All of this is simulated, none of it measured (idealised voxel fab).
The following is a process module called voxel capacitor over wiring.
Square cell edge 5 nm, section width 200 nm, ID cut.
Format of a cross-section: grid, square cells. Given as bands. Order: top down. Band: one or more rows of cells. Band entry format. Leading values: height of top, height of bottom, nm. Remainder: materials in left-to-right order, each with its width in nm. Special words: "everywhere" on a single material, which then fills the band edge to edge; "empty", empty space. Basically, 0 is our baseline, since under it the wafer straight out of the box is all one material. The bottom band has no lower end and keeps on going down, so it looks like "0 down". A width given as "30..40" starts at the first number in the band's top row and ends at the second number in its bottom row, shifting by an equal amount at every step from row to row. "no modification" after a step means that no cell of the cross-section changed. The label "Trapped cavities" introduces a list of the empty spaces, 8 cells or larger, that have no open way up to the top; each entry in it reads width x height at distance, where the distance is taken from the left edge and all three are stated in nm. Post-settings text on a step line: simulator's own remark regarding the step. "overlay nm", when on a step's line for a step with a mask, measures how far to the right of its planned place the mask lay; a negative measure means to the left.
### Planned step list for the process
step 1: RECEIVE with material Si
step 2: CONFORMAL_DEP with material SiO2, thk nm 10
step 3: CONFORMAL_DEP with material SiCN, thk nm 5
step 4: DIRECTIONAL_DEP with material SiO2, thk nm 15
step 5: MASKED_ETCH with tone open, mask id METAL_1, width nm 20, pitch nm 70, etch materials SiO2, depth nm 15, overlay nm 0
step 6: MASKED_ETCH with tone open, mask id METAL_1, width nm 20, pitch nm 70, etch materials SiCN, depth nm 5, overlay nm 0
step 7: CONFORMAL_DEP with material TiN, thk nm 5
step 8: FILL_DEP with material W, thk nm 10
step 9: CMP with height nm 30
step 10: CONFORMAL_DEP with material SiCN, thk nm 5
step 11: DIRECTIONAL_DEP with material lowk, thk nm 20
step 12: PATTERN with tone open, mask id PLUG_1, material resist, width nm 15, thk nm 20, overlay nm 0
step 13: DIRECTIONAL_ETCH with etch materials lowk, depth nm 20
step 14: DIRECTIONAL_ETCH with etch materials SiCN, depth nm 5
step 15: STRIP with etch materials resist
step 16: CONFORMAL_DEP with material TiN, thk nm 5
step 17: FILL_DEP with material Cu, thk nm 10
step 18: CMP with height nm 55
step 19: DIRECTIONAL_DEP with material TiN, thk nm 5
step 20: DIRECTIONAL_DEP with material Al2O3, thk nm 5
step 21: DIRECTIONAL_DEP with material TiN, thk nm 10
step 22: MASKED_ETCH with tone cover, mask id UPPER_PLATE, width nm 55, etch materials TiN, depth nm 10, overlay nm 0
step 23: MASKED_ETCH with tone cover, mask id UPPER_PLATE, width nm 55, etch materials Al2O3, depth nm 5, overlay nm 0
step 24: MASKED_ETCH with tone cover, mask id LOWER_PLATE, width nm 65, etch materials TiN, depth nm 5, overlay nm 0
step 25: FILL_DEP with material SiO2, thk nm 15
step 26: CMP with height nm 85
step 27: MASKED_ETCH with tone open, mask id PLUG_2, width nm 15, etch materials SiO2, depth nm 10, overlay nm 0
step 28: CONFORMAL_DEP with material TiN, thk nm 5
step 29: FILL_DEP with material Cu, thk nm 10
step 30: CMP with height nm 85
step 31: CONFORMAL_DEP with material SiN, thk nm 5
### The first wafer of two, processed as planned
### Incoming wafer, cross-sectional view, post step 1
  0 down  Si everywhere
  Trapped cavities: none
### Sectional view: wafer, after step 2
  10 to 0  SiO2 everywhere
  Lower than 0, everything is as it was.
### Sectional view: wafer, after step 3
  15 to 10  SiCN everywhere
  Lower than 10, everything is as it was.
### Sectional view: wafer, after step 4
  30 to 15  SiO2 everywhere
  Lower than 15, everything is as it was.
### Sectional view: wafer, after step 5
  30 to 15  SiO2 55 nm; empty 20 nm; SiO2 50 nm; empty 20 nm; SiO2 55 nm
  Lower than 15, everything is as it was.
### Sectional view: wafer, after step 6
  30 to 15  SiO2 55 nm; empty 20 nm; SiO2 50 nm; empty 20 nm; SiO2 55 nm
  15 to 10  SiCN 55 nm; empty 20 nm; SiCN 50 nm; empty 20 nm; SiCN 55 nm
  Lower than 10, everything is as it was.
### Sectional view: wafer, after step 7
  35 to 30  TiN 60 nm; empty 10 nm; TiN 60 nm; empty 10 nm; TiN 60 nm
  30 to 15  SiO2 55 nm; TiN 5 nm; empty 10 nm; TiN 5 nm; SiO2 50 nm; TiN 5 nm; empty 10 nm; TiN 5 nm; SiO2 55 nm
  15 to 10  SiCN 55 nm; TiN 20 nm; SiCN 50 nm; TiN 20 nm; SiCN 55 nm
  Lower than 10, everything is as it was.
### Sectional view: wafer, after step 8
  45 to 35  W everywhere
  35 to 30  TiN 60 nm; W 10 nm; TiN 60 nm; W 10 nm; TiN 60 nm
  30 to 15  SiO2 55 nm; TiN 5 nm; W 10 nm; TiN 5 nm; SiO2 50 nm; TiN 5 nm; W 10 nm; TiN 5 nm; SiO2 55 nm
  Lower than 15, everything is as it was.
### Sectional view: wafer, after step 9
  30 to 15  SiO2 55 nm; TiN 5 nm; W 10 nm; TiN 5 nm; SiO2 50 nm; TiN 5 nm; W 10 nm; TiN 5 nm; SiO2 55 nm
  Lower than 15, everything is as it was.
### Sectional view: wafer, after step 10
  35 to 30  SiCN everywhere
  Lower than 30, everything is as it was.
### Sectional view: wafer, after step 11
  55 to 35  lowk everywhere
  Lower than 35, everything is as it was.
### Sectional view: wafer, after step 12
  75 to 55  resist 60 nm; empty 15 nm; resist 125 nm
  Lower than 55, everything is as it was.
### Sectional view: wafer, after step 13
  75 to 55  resist 60 nm; empty 15 nm; resist 125 nm
  55 to 35  lowk 60 nm; empty 15 nm; lowk 125 nm
  Lower than 35, everything is as it was.
### Sectional view: wafer, after step 14
  75 to 55  resist 60 nm; empty 15 nm; resist 125 nm
  55 to 35  lowk 60 nm; empty 15 nm; lowk 125 nm
  35 to 30  SiCN 60 nm; empty 15 nm; SiCN 125 nm
  Lower than 30, everything is as it was.
### Sectional view: wafer, after step 15
  55 to 35  lowk 60 nm; empty 15 nm; lowk 125 nm
  Lower than 35, everything is as it was.
### Sectional view: wafer, after step 16
  60 to 55  TiN 65 nm; empty 5 nm; TiN 130 nm
  55 to 35  lowk 60 nm; TiN 5 nm; empty 5 nm; TiN 5 nm; lowk 125 nm
  35 to 30  SiCN 60 nm; TiN 15 nm; SiCN 125 nm
  Lower than 30, everything is as it was.
### Sectional view: wafer, after step 17
  70 to 60  Cu everywhere
  60 to 55  TiN 65 nm; Cu 5 nm; TiN 130 nm
  55 to 35  lowk 60 nm; TiN 5 nm; Cu 5 nm; TiN 5 nm; lowk 125 nm
  Lower than 35, everything is as it was.
### Sectional view: wafer, after step 18
  55 to 35  lowk 60 nm; TiN 5 nm; Cu 5 nm; TiN 5 nm; lowk 125 nm
  Lower than 35, everything is as it was.
### Sectional view: wafer, after step 19
  60 to 55  TiN everywhere
  Lower than 55, everything is as it was.
### Sectional view: wafer, after step 20
  65 to 60  Al2O3 everywhere
  Lower than 60, everything is as it was.
### Sectional view: wafer, after step 21
  75 to 65  TiN everywhere
  Lower than 65, everything is as it was.
### Sectional view: wafer, after step 22
  75 to 65  empty 60 nm; TiN 55 nm; empty 85 nm
  Lower than 65, everything is as it was.
### Sectional view: wafer, after step 23
  75 to 65  empty 60 nm; TiN 55 nm; empty 85 nm
  65 to 60  empty 60 nm; Al2O3 55 nm; empty 85 nm
  Lower than 60, everything is as it was.
### Sectional view: wafer, after step 24
  75 to 65  empty 60 nm; TiN 55 nm; empty 85 nm
  65 to 60  empty 60 nm; Al2O3 55 nm; empty 85 nm
  60 to 55  empty 55 nm; TiN 65 nm; empty 80 nm
  Lower than 55, everything is as it was.
### Sectional view: wafer, after step 25
  90 to 75  SiO2 everywhere
  75 to 65  SiO2 60 nm; TiN 55 nm; SiO2 85 nm
  65 to 60  SiO2 60 nm; Al2O3 55 nm; SiO2 85 nm
  60 to 55  SiO2 55 nm; TiN 65 nm; SiO2 80 nm
  Lower than 55, everything is as it was.
### Sectional view: wafer, after step 26
  85 to 75  SiO2 everywhere
  Lower than 75, everything is as it was.
### Sectional view: wafer, after step 27
  85 to 75  SiO2 70 nm; empty 15 nm; SiO2 115 nm
  Lower than 75, everything is as it was.
### Sectional view: wafer, after step 28
  90 to 85  TiN 75 nm; empty 5 nm; TiN 120 nm
  85 to 80  SiO2 70 nm; TiN 5 nm; empty 5 nm; TiN 5 nm; SiO2 115 nm
  80 to 75  SiO2 70 nm; TiN 15 nm; SiO2 115 nm
  Lower than 75, everything is as it was.
### Sectional view: wafer, after step 29
  100 to 90  Cu everywhere
  90 to 85  TiN 75 nm; Cu 5 nm; TiN 120 nm
  85 to 80  SiO2 70 nm; TiN 5 nm; Cu 5 nm; TiN 5 nm; SiO2 115 nm
  Lower than 80, everything is as it was.
### Sectional view: wafer, after step 30
  85 to 80  SiO2 70 nm; TiN 5 nm; Cu 5 nm; TiN 5 nm; SiO2 115 nm
  Lower than 80, everything is as it was.
### Sectional view: wafer, after step 31
  90 to 85  SiN everywhere
  Lower than 85, everything is as it was.
### The second wafer was prepared from the same starting point and under the same plan as the first; its processing contained one mistake, and it remains indistinguishable from the first wafer up to and including step 23
### X-section, second wafer, when step 24 was due to finish
  75 to 65  empty 60 nm; TiN 55 nm; empty 85 nm
  65 to 60  empty 60 nm; Al2O3 55 nm; empty 85 nm
  60 to 55  empty 60 nm; TiN 65 nm; empty 75 nm
  Lower than 55, everything is as it was.
### X-section, second wafer, when step 25 was due to finish
  90 to 75  SiO2 everywhere
  75 to 65  SiO2 60 nm; TiN 55 nm; SiO2 85 nm
  65 to 60  SiO2 60 nm; Al2O3 55 nm; SiO2 85 nm
  60 to 55  SiO2 60 nm; TiN 65 nm; SiO2 75 nm
  Lower than 55, everything is as it was.
### X-section, second wafer, when step 26 was due to finish
  85 to 75  SiO2 everywhere
  Lower than 75, everything is as it was.
### X-section, second wafer, when step 27 was due to finish
  85 to 75  SiO2 70 nm; empty 15 nm; SiO2 115 nm
  Lower than 75, everything is as it was.
### X-section, second wafer, when step 28 was due to finish
  90 to 85  TiN 75 nm; empty 5 nm; TiN 120 nm
  85 to 80  SiO2 70 nm; TiN 5 nm; empty 5 nm; TiN 5 nm; SiO2 115 nm
  80 to 75  SiO2 70 nm; TiN 15 nm; SiO2 115 nm
  Lower than 75, everything is as it was.
### X-section, second wafer, when step 29 was due to finish
  100 to 90  Cu everywhere
  90 to 85  TiN 75 nm; Cu 5 nm; TiN 120 nm
  85 to 80  SiO2 70 nm; TiN 5 nm; Cu 5 nm; TiN 5 nm; SiO2 115 nm
  Lower than 80, everything is as it was.
### X-section, second wafer, when step 30 was due to finish
  85 to 80  SiO2 70 nm; TiN 5 nm; Cu 5 nm; TiN 5 nm; SiO2 115 nm
  Lower than 80, everything is as it was.
### X-section, second wafer, when step 31 was due to finish
  90 to 85  SiN everywhere
  Lower than 85, everything is as it was.
What was the processing mistake? step 24 ran as: MASKED_ETCH with tone cover, mask id LOWER_PLATE, width nm 65, etch materials TiN, depth nm 5, overlay nm 5
By the end, you'd get the same cell count for each material on either wafer, but the second wafer puts them somewhere else.
